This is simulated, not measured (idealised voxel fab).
The process module that follows is named voxel wiring stack.
We display cut, a cross-section 260 nm in width whose square cells are each 5 nm.
Throughout this document, each cross-section is represented as a grid of square cells and is presented as a sequence of bands enumerated from the top downward, where a band comprises one or more rows of cells. This entry defines a band. It first specifies the height of the band's top and the height of its bottom in nm, and then specifies the band's materials from left to right, stating each material with its width in nm. The word "everywhere" identifies a single material that fills the band from edge to edge, while the word "air" identifies empty space. Heads up on the height convention: 0 is the point under which the incoming wafer is all one material, and the lowest band has no bottom, it just keeps going down, like "top 0, no bottom". The notation "30..40" denotes a width that varies across the rows of cells in the band, beginning at the first number in the top row, finishing at the second number in the bottom row, and changing by an identical amount from each row to the next. Where a step carries "no alteration", the cross-section came out of it unchanged, cell for cell. Reported under the label "Entrapped void list" are the empty spaces having no open way to the top and comprising 8 cells or more; the notation for each is width x height at distance, in which the distance is measured from the left edge and all three values are in nm. Heads up: the bit after the settings on a step's line is the simulator's remark on that step. overlay nm: step with mask; distance mask lay right of planned place; negative value = left of planned place.

## Process steps - plan
1) op RECEIVE | material Si
2) op CONFORMAL_DEP | material SiO2 | thk nm 15
3) op DIRECTIONAL_DEP | material TiN | thk nm 5
4) op DIRECTIONAL_DEP | material W | thk nm 15
5) op DIRECTIONAL_DEP | material aC | thk nm 10
6) op PATTERN | tone cover | mask id METAL_1 | material resist | width nm 20 | pitch nm 50 | thk nm 25 | overlay nm 0
7) op DIRECTIONAL_ETCH | etch materials aC | depth nm 10
8) op STRIP | etch materials resist
9) op DIRECTIONAL_ETCH | etch materials W | depth nm 15
10) op DIRECTIONAL_ETCH | etch materials TiN | depth nm 5
11) op STRIP | etch materials aC
12) op FILL_DEP | material SiO2 | thk nm 5
13) op CMP | height nm 35
14) op CONFORMAL_DEP | material SiCN | thk nm 5
15) op DIRECTIONAL_DEP | material SiO2 | thk nm 20
16) op PATTERN | tone open | mask id PLUG_1 | material resist | width nm 15 | pitch nm 50 | thk nm 15 | overlay nm 0
17) op DIRECTIONAL_ETCH | etch materials SiO2 | depth nm 20
18) op DIRECTIONAL_ETCH | etch materials SiCN | depth nm 5
19) op STRIP | etch materials resist
20) op CONFORMAL_DEP | material TiN | thk nm 5
21) op FILL_DEP | material Cu | thk nm 10
22) op CMP | height nm 60
23) op CONFORMAL_DEP | material SiN | thk nm 5
24) op DIRECTIONAL_DEP | material lowk | thk nm 25
25) op DIRECTIONAL_DEP | material aC | thk nm 15
26) op PATTERN | tone open | mask id METAL_2 | material resist | width nm 20 | pitch nm 50 | thk nm 35 | overlay nm 0
27) op DIRECTIONAL_ETCH | etch materials aC | depth nm 15
28) op STRIP | etch materials resist
29) op DIRECTIONAL_ETCH | etch materials lowk | depth nm 25
30) op DIRECTIONAL_ETCH | etch materials SiN | depth nm 5
31) op STRIP | etch materials aC
32) op CONFORMAL_DEP | material TiN | thk nm 5
33) op FILL_DEP | material W | thk nm 10
34) op CMP | height nm 90
35) op EPI | material Ru | thk nm 5
36) op FILL_DEP | material SiCN | thk nm 5
37) op DIRECTIONAL_DEP | material lowk | thk nm 35
38) op DIRECTIONAL_DEP | material aC | thk nm 15
39) op PATTERN | tone open | mask id METAL_3 | material resist | width nm 20 | pitch nm 50 | thk nm 35 | overlay nm 0
40) op DIRECTIONAL_ETCH | etch materials aC | depth nm 15
41) op STRIP | etch materials resist
42) op DIRECTIONAL_ETCH | etch materials lowk | depth nm 20
43) op STRIP | etch materials aC
44) op DIRECTIONAL_DEP | material aC | thk nm 10
45) op PATTERN | tone open | mask id METAL_3_HOLES | material resist | width nm 15 | pitch nm 50 | thk nm 30 | overlay nm 0
46) op DIRECTIONAL_ETCH | etch materials aC | depth nm 10
47) op STRIP | etch materials resist
48) op DIRECTIONAL_ETCH | etch materials lowk | depth nm 15
49) op DIRECTIONAL_ETCH | etch materials SiCN | depth nm 5
50) op STRIP | etch materials aC
51) op CONFORMAL_DEP | material TiN | thk nm 5
52) op FILL_DEP | material Ru | thk nm 10
53) op CMP | height nm 135
54) op CONFORMAL_DEP | material SiCN | thk nm 5
55) op DIRECTIONAL_DEP | material lowk | thk nm 25
56) op PATTERN | tone open | mask id METAL_4 | material resist | width nm 20 | pitch nm 50 | thk nm 20 | overlay nm 0
57) op DIRECTIONAL_ETCH | etch materials lowk | depth nm 15
58) op STRIP | etch materials resist
59) op MASKED_ETCH | tone open | mask id METAL_4_HOLES | width nm 15 | pitch nm 50 | etch materials lowk | depth nm 10 | overlay nm 0
60) op MASKED_ETCH | tone open | mask id METAL_4_HOLES | width nm 15 | pitch nm 50 | etch materials SiCN | depth nm 5 | overlay nm 0
61) op CONFORMAL_DEP | material TiN | thk nm 5
62) op FILL_DEP | material Cu | thk nm 10
63) op CMP | height nm 165
64) op CONFORMAL_DEP | material SiN | thk nm 5

## Step 1 complete: cross-section of the wafer as received
    top 0, no bottom = Si everywhere
    Entrapped void list: none

## Cross-section at module end, one run error; start and plan unchanged from above
    top 170, bottom 165 = SiN everywhere
    top 165, bottom 155 = lowk=70 | TiN=5 | Cu=10 | TiN=5 | lowk=30 | TiN=5 | Cu=10 | TiN=5 | lowk=30 | TiN=5 | Cu=10 | TiN=5 | lowk=70
    top 155, bottom 150 = lowk=70 | TiN=5 | Cu=5 | TiN=10 | lowk=30 | TiN=5 | Cu=5 | TiN=10 | lowk=30 | TiN=5 | Cu=5 | TiN=10 | lowk=70
    top 150, bottom 140 = lowk=70 | TiN=5 | Cu=5 | TiN=5 | lowk=35 | TiN=5 | Cu=5 | TiN=5 | lowk=35 | TiN=5 | Cu=5 | TiN=5 | lowk=75
    top 140, bottom 135 = SiCN=70 | TiN=15 | SiCN=35 | TiN=15 | SiCN=35 | TiN=15 | SiCN=75
    top 135, bottom 120 = lowk=70 | TiN=5 | Ru=10 | TiN=5 | lowk=30 | TiN=5 | Ru=10 | TiN=5 | lowk=30 | TiN=5 | Ru=10 | TiN=5 | lowk=70
    top 120, bottom 115 = lowk=70 | TiN=5 | Ru=5 | TiN=10 | lowk=30 | TiN=5 | Ru=5 | TiN=10 | lowk=30 | TiN=5 | Ru=5 | TiN=10 | lowk=70
    top 115, bottom 100 = lowk=70 | TiN=5 | Ru=5 | TiN=5 | lowk=35 | TiN=5 | Ru=5 | TiN=5 | lowk=35 | TiN=5 | Ru=5 | TiN=5 | lowk=75
    top 100, bottom 95 = SiCN=70 | TiN=15 | SiCN=35 | TiN=15 | SiCN=35 | TiN=15 | SiCN=75
    top 95, bottom 90 = SiCN=65 | Ru=30 | SiCN=20 | Ru=30 | SiCN=20 | Ru=30 | SiCN=65
    top 90, bottom 65 = lowk=70 | TiN=5 | W=10 | TiN=5 | lowk=30 | TiN=5 | W=10 | TiN=5 | lowk=30 | TiN=5 | W=10 | TiN=5 | lowk=70
    top 65, bottom 60 = SiN=70 | TiN=20 | SiN=30 | TiN=20 | SiN=30 | TiN=20 | SiN=70
    top 60, bottom 40 = SiO2=70 | TiN=5 | Cu=5 | TiN=5 | SiO2=35 | TiN=5 | Cu=5 | TiN=5 | SiO2=35 | TiN=5 | Cu=5 | TiN=5 | SiO2=75
    top 40, bottom 35 = SiCN=70 | TiN=15 | SiCN=35 | TiN=15 | SiCN=35 | TiN=15 | SiCN=75
    top 35, bottom 20 = W=70 | SiO2=20 | W=30 | SiO2=20 | W=30 | SiO2=20 | W=70
    top 20, bottom 15 = TiN=70 | SiO2=20 | TiN=30 | SiO2=20 | TiN=30 | SiO2=20 | TiN=70
    top 15, bottom 0 = SiO2 everywhere
    top 0, no bottom = Si everywhere
    Entrapped void list: none
It is concluded that the wafer was processed incorrectly with respect to the plan, in that the process deviated at step 6: the operation and settings actually run there were op PATTERN | tone open | mask id METAL_1 | material resist | width nm 20 | pitch nm 50 | thk nm 25 | overlay nm 0
